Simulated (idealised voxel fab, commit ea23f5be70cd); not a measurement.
This is a process module. Its name is voxel released beams.
Displayed cross-section: cut, width of 220 nm, square cells sized 5 nm.
Throughout this document, each cross-section is represented as a grid of square cells and is presented as a sequence of bands enumerated from the top downward, where a band comprises one or more rows of cells. A band entry consists of two parts. The first gives the height of the band's top and the height of its bottom, in nm. The rest lists the band's materials from left to right, each with its width in nm. A single material labelled with the word "all across" fills the band from edge to edge, and the word "air" marks empty space. Note: height 0 marks the level under which the wafer is uniformly one material as received. Lowest band unbounded below, written "top 0, no bottom". Graded width ("30->40"): value in top row of band = first number; value in bottom row = second number; row-to-row change constant. What does "remains unaltered" mean for a step? It means no cell of the cross-section changed in that step. Closed-off voids of 8+ cells (no open route to the top) go in "Enclosed internal voids", written width x height at distance from the left edge, in nm. What comes after the settings on a step's line is commentary from the simulator itself on that step. For masked steps, "overlay nm" on the step line gives how far right of plan the mask actually lay; a minus sign means it lay to the left.

# Set out below are the planned steps of the process
1) RECEIVE [material Si]
2) CONFORMAL_DEP [material SiN] [thk nm 5]
3) DIRECTIONAL_DEP [material SiO2] [thk nm 20]
4) PATTERN [tone open] [mask id ANCHOR] [material resist] [width nm 35] [thk nm 20] [overlay nm 0]
5) DIRECTIONAL_ETCH [etch materials SiO2] [depth nm 20]
6) STRIP [etch materials resist]
7) CONFORMAL_DEP [material W] [thk nm 15]
8) PATTERN [tone cover] [mask id BEAM] [material resist] [width nm 95] [thk nm 20] [overlay nm 0]
9) DIRECTIONAL_ETCH [etch materials W] [depth nm 15]
10) STRIP [etch materials resist]
11) STRIP [etch materials SiO2]
Don't read the plan's width nm for step 4 as applying to every wafer: that's the first wafer's value, and the wafers differ in it, though they all start identical.

# Cut through the first of several wafers as received, post step 1
> top 0, no bottom: Si all across
> Enclosed internal voids: none

# Post step 11, the closing step of the module: first of several wafers, cross-sectioned
> top 40, bottom 25: air: 60, then W: 25, then air: 5, then W: 65, then air: 65
> top 25, bottom 20: air: 70, then W: 15, then air: 5, then W: 15, then air: 115
> top 20, bottom 5: air: 70, then W: 35, then air: 115
> top 5, bottom 0: SiN all across
> top 0, no bottom: Si all across
> Enclosed internal voids: none

# Here we cross-sectioned the last of the wafers once the module was done
> top 40, bottom 25: air: 60, then W: 15, then air: 30, then W: 50, then air: 65
> top 25, bottom 20: air: 60, then W: 15, then air: 30, then W: 15, then air: 100
> top 20, bottom 5: air: 60, then W: 60, then air: 100
> top 5, bottom 0: SiN all across
> top 0, no bottom: Si all across
> Enclosed internal voids: none

# Every row in this table is a wafer at the end of the module, and it gives, for each of the materials, the cells that wafer has gained (+) or lost (-) since it was received, then its closed voids
width nm 35; +44 SiN; +81 W; Enclosed internal voids: none
width nm 40; +44 SiN; +81 W; Enclosed internal voids: none
width nm 45; +44 SiN; +81 W; Enclosed internal voids: none
width nm 50; +44 SiN; +81 W; Enclosed internal voids: none
width nm 55; +44 SiN; +81 W; Enclosed internal voids: none
width nm 60; +44 SiN; +81 W; Enclosed internal voids: none
